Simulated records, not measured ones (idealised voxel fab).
process module | voxel quadruple lines
cross-section cut | 275 nm wide | cells 5 nm
A cross-section is a grid of square cells, given in bands from the top down. A band is one or more rows of cells.
Each band's line starts with the height of the band's top and of its bottom, in nm. Then come its materials from left to right, each with its width in nm. One material with "throughout" fills the band from edge to edge. "air" is empty space.
Height 0 is the level under which the wafer as received is all one material. The lowest band goes on downwards, as in "0 down".
A width such as "30 to 40" changes by the same amount from each row of cells to the next, from the band's top row to its bottom row.
"no change" after a step means that no cell of the cross-section changed.
closed voids: empty space of 8 cells or more with no open way to the top, each as width x height at its distance from the left edge, in nm
after a step's settings: what the simulator itself notes on the step
overlay nm, on a step with a mask: how far to the right of its planned place the mask lay; to the left if negative
plan
1 op RECEIVE | material Si
2 op CONFORMAL_DEP | material SiO2 | thk nm 10
3 op DIRECTIONAL_DEP | material Ru | thk nm 10
4 op DIRECTIONAL_DEP | material polySi | thk nm 15
5 op DIRECTIONAL_DEP | material aC | thk nm 25
6 op PATTERN | tone cover | mask id MANDREL | material resist | width nm 15 | thk nm 35 | overlay nm 0
7 op DIRECTIONAL_ETCH | etch materials aC | depth nm 25
8 op STRIP | etch materials resist
9 op CONFORMAL_DEP | material SiO2 | thk nm 15
10 op DIRECTIONAL_ETCH | etch materials SiO2 | depth nm 15
11 op STRIP | etch materials aC
12 op DIRECTIONAL_ETCH | etch materials polySi | depth nm 15
13 op STRIP | etch materials SiO2
14 op CONFORMAL_DEP | material SiCN | thk nm 5
15 op DIRECTIONAL_ETCH | etch materials SiCN | depth nm 5
16 op STRIP | etch materials polySi
17 op DIRECTIONAL_ETCH | etch materials Ru | depth nm 10
18 op STRIP | etch materials SiCN
varied across the wafers: width nm of step 6. The plan shows the first wafer's value. All wafers start alike
first wafer as received, after step 1
  0 down: Si throughout
  closed voids: none
first wafer at the end, after step 18
  20 to 10: air 110 | Ru 5 | air 15 | Ru 5 | air 5 | Ru 5 | air 15 | Ru 5 | air 110
  10 to 0: SiO2 throughout
  0 down: Si throughout
  closed voids: none
last wafer at the end
  20 to 10: air 100 | Ru 5 | air 15 | Ru 5 | air 30 | Ru 5 | air 15 | Ru 5 | air 95
  10 to 0: SiO2 throughout
  0 down: Si throughout
  closed voids: none
each wafer at the end: cells of each material gained (+) or lost (-) since it was received, then its closed voids
width nm 15 | +8 Ru | +110 SiO2 | closed voids: none
width nm 20 | +8 Ru | +110 SiO2 | closed voids: none
width nm 25 | +8 Ru | +110 SiO2 | closed voids: none
width nm 30 | +8 Ru | +110 SiO2 | closed voids: none
width nm 35 | +8 Ru | +110 SiO2 | closed voids: none
width nm 40 | +8 Ru | +110 SiO2 | closed voids: none
